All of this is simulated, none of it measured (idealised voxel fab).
Process module heading - voxel self aligned contacts
Xsec cut, 270 nm wide, square cell size 5 nm.
Each cross-section below is a grid of square cells, stated as bands in top-down order, with one or more rows of cells making up each band.
Basically the band line says how high the top is and how high the bottom is, in nm, and then what's in it from left to right, every material with its width in nm. Empty space shows up as "air", and if a single material carries "edge to edge" it runs the full band edge to edge.
Zero point of the height axis is 0; under it, received wafer = one material. Lowest band: continues down indefinitely, "from 0 down".
Width "30..40": first value at the band's top row of cells, second value at its bottom row, equal change from row to row.
Basically "nothing altered" means that step didn't change any cell in the cross-section.
Entry "Closed-off voids". Content: empty spaces with no open connection to the top, size 8 cells or greater. Each: width x height at distance. Distance: from left edge. Unit: nm.
Read whatever lies past the settings on a step's line as the simulator's own remark about the step.
overlay nm: step with mask; distance mask lay right of planned place; negative value = left of planned place.
**Listed below are the process steps as planned**
1,RECEIVE with material Si
2,CONFORMAL_DEP with material SiO2, thk nm 5
3,DIRECTIONAL_DEP with material polySi, thk nm 20
4,DIRECTIONAL_DEP with material SiN, thk nm 20
5,DIRECTIONAL_DEP with material aC, thk nm 15
6,PATTERN with tone cover, mask id GATE, material resist, width nm 25, pitch nm 65, thk nm 30, overlay nm 0
7,DIRECTIONAL_ETCH with etch materials aC, depth nm 15
8,STRIP with etch materials resist
9,DIRECTIONAL_ETCH with etch materials SiN, depth nm 20
10,DIRECTIONAL_ETCH with etch materials polySi, depth nm 20
11,STRIP with etch materials aC
12,CONFORMAL_DEP with material SiN, thk nm 10
13,DIRECTIONAL_ETCH with etch materials SiN, depth nm 10
14,FILL_DEP with material SiO2, thk nm 15
15,CMP with height nm 55
16,MASKED_ETCH with tone open, mask id CONTACT, width nm 50, pitch nm 65, etch materials SiO2, depth nm 55, overlay nm 0
17,CONFORMAL_DEP with material TiN, thk nm 5
18,FILL_DEP with material W, thk nm 5
19,CMP with height nm 55
20,CONFORMAL_DEP with material SiCN, thk nm 5
**as received, after step 1**
  from 0 down  Si edge to edge
  Closed-off voids: none
**Post-module cross-section of the first of two wafers (run per plan)**
  from 60 to 55  SiCN edge to edge
  from 55 to 45  75 nm SiO2 | 5..20 nm TiN | 40..10 nm W | 5..20 nm TiN | 15 nm SiO2 | 5..20 nm TiN | 40..10 nm W | 5..20 nm TiN | 80 nm SiO2
  from 45 to 25  45 nm SiO2 | 45 nm SiN | 5 nm TiN | 10 nm W | 5 nm TiN | 45 nm SiN | 5 nm TiN | 10 nm W | 5 nm TiN | 45 nm SiN | 50 nm SiO2
  from 25 to 5  45 nm SiO2 | 10 nm SiN | 25 nm polySi | 10 nm SiN | 5 nm TiN | 10 nm W | 5 nm TiN | 10 nm SiN | 25 nm polySi | 10 nm SiN | 5 nm TiN | 10 nm W | 5 nm TiN | 10 nm SiN | 25 nm polySi | 10 nm SiN | 50 nm SiO2
  from 5 to 0  90 nm SiO2 | 20 nm TiN | 45 nm SiO2 | 20 nm TiN | 95 nm SiO2
  from 0 down  Si edge to edge
  Closed-off voids: none
**Presented here is a cross-section of the second of the two wafers as it stood at the end of the module. It was started in the same manner and assigned the same plan as the first wafer; however, one mistake was made in its execution**
  from 60 to 55  SiCN edge to edge
  from 55 to 50  75 nm SiO2 | 5 nm TiN | 40 nm W | 5 nm TiN | 15 nm SiO2 | 5 nm TiN | 40 nm W | 5 nm TiN | 80 nm SiO2
  from 50 to 45  75 nm SiO2 | 50 nm TiN | 15 nm SiO2 | 50 nm TiN | 80 nm SiO2
  from 45 to 25  65 nm SiN | 5 nm SiO2 | 60 nm SiN | 5 nm SiO2 | 60 nm SiN | 5 nm SiO2 | 70 nm SiN
  from 25 to 5  55 nm polySi | 10 nm SiN | 5 nm SiO2 | 10 nm SiN | 40 nm polySi | 10 nm SiN | 5 nm SiO2 | 10 nm SiN | 40 nm polySi | 10 nm SiN | 5 nm SiO2 | 10 nm SiN | 60 nm polySi
  from 5 to 0  SiO2 edge to edge
  from 0 down  Si edge to edge
  Closed-off voids: none
What broke from the plan during processing? rather than as planned, step 6 actually ran as PATTERN with tone open, mask id GATE, material resist, width nm 25, pitch nm 65, thk nm 30, overlay nm 0
It is noted that, at the conclusion of processing, the second wafer exhibits a higher or lower cell count for certain materials relative to the first: SiN +96; SiO2 -120; TiN -36; W -36; polySi +96
